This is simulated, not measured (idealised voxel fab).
process module | voxel self aligned vias
cross-section cut | 285 nm wide | cells 5 nm
A cross-section is a grid of square cells, given in bands from the top down. A band is one or more rows of cells.
Each band's line starts with the height of the band's top and of its bottom, in nm. Then come its materials from left to right, each with its width in nm. One material with "throughout" fills the band from edge to edge. "air" is empty space.
Height 0 is the level under which the wafer as received is all one material. The lowest band goes on downwards, as in "0 down".
A width such as "30 to 40" changes by the same amount from each row of cells to the next, from the band's top row to its bottom row.
"no change" after a step means that no cell of the cross-section changed.
closed voids: empty space of 8 cells or more with no open way to the top, each as width x height at its distance from the left edge, in nm
after a step's settings: what the simulator itself notes on the step
overlay nm, on a step with a mask: how far to the right of its planned place the mask lay; to the left if negative
plan
1 op RECEIVE | material Si
2 op CONFORMAL_DEP | material SiO2 | thk nm 10
3 op CONFORMAL_DEP | material SiCN | thk nm 5
4 op DIRECTIONAL_DEP | material lowk | thk nm 30
5 op MASKED_ETCH | tone open | mask id LINES | width nm 30 | pitch nm 75 | etch materials lowk | depth nm 30 | overlay nm 0
6 op CONFORMAL_DEP | material TiN | thk nm 5
7 op FILL_DEP | material Ru | thk nm 5
8 op CMP | height nm 45
9 op SELECTIVE_ETCH | etch materials W Ru TiN | depth nm 5
10 op FILL_DEP | material SiN | thk nm 5
11 op CMP | height nm 45
12 op DIRECTIONAL_DEP | material lowk | thk nm 20
13 op MASKED_ETCH | tone open | mask id VIAS | width nm 50 | pitch nm 75 | etch materials lowk | depth nm 20 | overlay nm 0
14 op MASKED_ETCH | tone open | mask id VIAS | width nm 50 | pitch nm 75 | etch materials SiN | depth nm 5 | overlay nm 0
15 op CONFORMAL_DEP | material TiN | thk nm 5
16 op FILL_DEP | material Cu | thk nm 5
17 op CMP | height nm 65
18 op CONFORMAL_DEP | material SiCN | thk nm 5
first wafer, as planned
as received, after step 1
  0 down: Si throughout
  closed voids: none
after step 2
  10 to 0: SiO2 throughout
  below 0: unchanged
after step 3
  15 to 10: SiCN throughout
  below 10: unchanged
after step 4
  45 to 15: lowk throughout
  below 15: unchanged
after step 5
  45 to 15: lowk 90 | air 30 | lowk 45 | air 30 | lowk 90
  below 15: unchanged
after step 6
  50 to 45: TiN 95 | air 20 | TiN 55 | air 20 | TiN 95
  45 to 20: lowk 90 | TiN 5 | air 20 | TiN 5 | lowk 45 | TiN 5 | air 20 | TiN 5 | lowk 90
  20 to 15: lowk 90 | TiN 30 | lowk 45 | TiN 30 | lowk 90
  below 15: unchanged
after step 7
  55 to 50: Ru throughout
  50 to 45: TiN 95 | Ru 20 | TiN 55 | Ru 20 | TiN 95
  45 to 20: lowk 90 | TiN 5 | Ru 20 | TiN 5 | lowk 45 | TiN 5 | Ru 20 | TiN 5 | lowk 90
  below 20: unchanged
after step 8
  45 to 20: lowk 90 | TiN 5 | Ru 20 | TiN 5 | lowk 45 | TiN 5 | Ru 20 | TiN 5 | lowk 90
  below 20: unchanged
after step 9
  45 to 40: lowk 90 | air 30 | lowk 45 | air 30 | lowk 90
  below 40: unchanged
after step 10
  50 to 45: SiN throughout
  45 to 40: lowk 90 | SiN 30 | lowk 45 | SiN 30 | lowk 90
  below 40: unchanged
after step 11
  45 to 40: lowk 90 | SiN 30 | lowk 45 | SiN 30 | lowk 90
  below 40: unchanged
after step 12
  65 to 45: lowk throughout
  below 45: unchanged
after step 13
  65 to 45: lowk 80 | air 50 | lowk 25 | air 50 | lowk 80
  below 45: unchanged
after step 14
  65 to 45: lowk 80 | air 50 | lowk 25 | air 50 | lowk 80
  45 to 40: lowk 90 | air 30 | lowk 45 | air 30 | lowk 90
  below 40: unchanged
after step 15
  70 to 65: TiN 85 | air 40 | TiN 35 | air 40 | TiN 85
  65 to 50: lowk 80 | TiN 5 | air 40 | TiN 5 | lowk 25 | TiN 5 | air 40 | TiN 5 | lowk 80
  50 to 45: lowk 80 | TiN 15 | air 20 | TiN 15 | lowk 25 | TiN 15 | air 20 | TiN 15 | lowk 80
  45 to 40: lowk 90 | TiN 30 | lowk 45 | TiN 30 | lowk 90
  below 40: unchanged
after step 16
  75 to 70: Cu throughout
  70 to 65: TiN 85 | Cu 40 | TiN 35 | Cu 40 | TiN 85
  65 to 50: lowk 80 | TiN 5 | Cu 40 | TiN 5 | lowk 25 | TiN 5 | Cu 40 | TiN 5 | lowk 80
  50 to 45: lowk 80 | TiN 15 | Cu 20 | TiN 15 | lowk 25 | TiN 15 | Cu 20 | TiN 15 | lowk 80
  below 45: unchanged
after step 17
  65 to 50: lowk 80 | TiN 5 | Cu 40 | TiN 5 | lowk 25 | TiN 5 | Cu 40 | TiN 5 | lowk 80
  below 50: unchanged
after step 18
  70 to 65: SiCN throughout
  below 65: unchanged
second wafer: like start, like plan, one mistake. Through step 4 it matches the first wafer
when step 5 should have ended
  45 to 15: lowk 85 | air 30 | lowk 45 | air 30 | lowk 95
  below 15: unchanged
when step 6 should have ended
  50 to 45: TiN 90 | air 20 | TiN 55 | air 20 | TiN 100
  45 to 20: lowk 85 | TiN 5 | air 20 | TiN 5 | lowk 45 | TiN 5 | air 20 | TiN 5 | lowk 95
  20 to 15: lowk 85 | TiN 30 | lowk 45 | TiN 30 | lowk 95
  below 15: unchanged
when step 7 should have ended
  55 to 50: Ru throughout
  50 to 45: TiN 90 | Ru 20 | TiN 55 | Ru 20 | TiN 100
  45 to 20: lowk 85 | TiN 5 | Ru 20 | TiN 5 | lowk 45 | TiN 5 | Ru 20 | TiN 5 | lowk 95
  below 20: unchanged
when step 8 should have ended
  45 to 20: lowk 85 | TiN 5 | Ru 20 | TiN 5 | lowk 45 | TiN 5 | Ru 20 | TiN 5 | lowk 95
  below 20: unchanged
when step 9 should have ended
  45 to 40: lowk 85 | air 30 | lowk 45 | air 30 | lowk 95
  below 40: unchanged
when step 10 should have ended
  50 to 45: SiN throughout
  45 to 40: lowk 85 | SiN 30 | lowk 45 | SiN 30 | lowk 95
  below 40: unchanged
when step 11 should have ended
  45 to 40: lowk 85 | SiN 30 | lowk 45 | SiN 30 | lowk 95
  below 40: unchanged
when step 12 should have ended
  65 to 45: lowk throughout
  below 45: unchanged
when step 13 should have ended
  65 to 45: lowk 80 | air 50 | lowk 25 | air 50 | lowk 80
  below 45: unchanged
when step 14 should have ended
  65 to 45: lowk 80 | air 50 | lowk 25 | air 50 | lowk 80
  45 to 40: lowk 85 | air 30 | lowk 45 | air 30 | lowk 95
  below 40: unchanged
when step 15 should have ended
  70 to 65: TiN 85 | air 40 | TiN 35 | air 40 | TiN 85
  65 to 50: lowk 80 | TiN 5 | air 40 | TiN 5 | lowk 25 | TiN 5 | air 40 | TiN 5 | lowk 80
  50 to 45: lowk 80 | TiN 10 | air 20 | TiN 20 | lowk 25 | TiN 10 | air 20 | TiN 20 | lowk 80
  45 to 40: lowk 85 | TiN 30 | lowk 45 | TiN 30 | lowk 95
  below 40: unchanged
when step 16 should have ended
  75 to 70: Cu throughout
  70 to 65: TiN 85 | Cu 40 | TiN 35 | Cu 40 | TiN 85
  65 to 50: lowk 80 | TiN 5 | Cu 40 | TiN 5 | lowk 25 | TiN 5 | Cu 40 | TiN 5 | lowk 80
  50 to 45: lowk 80 | TiN 10 | Cu 20 | TiN 20 | lowk 25 | TiN 10 | Cu 20 | TiN 20 | lowk 80
  below 45: unchanged
when step 17 should have ended
  65 to 50: lowk 80 | TiN 5 | Cu 40 | TiN 5 | lowk 25 | TiN 5 | Cu 40 | TiN 5 | lowk 80
  below 50: unchanged
when step 18 should have ended
  70 to 65: SiCN throughout
  below 65: unchanged
what went wrong: step 5 ran as: op MASKED_ETCH | tone open | mask id LINES | width nm 30 | pitch nm 75 | etch materials lowk | depth nm 30 | overlay nm -5
at the end the second wafer has, in cells: as many of each material as the first, in other places
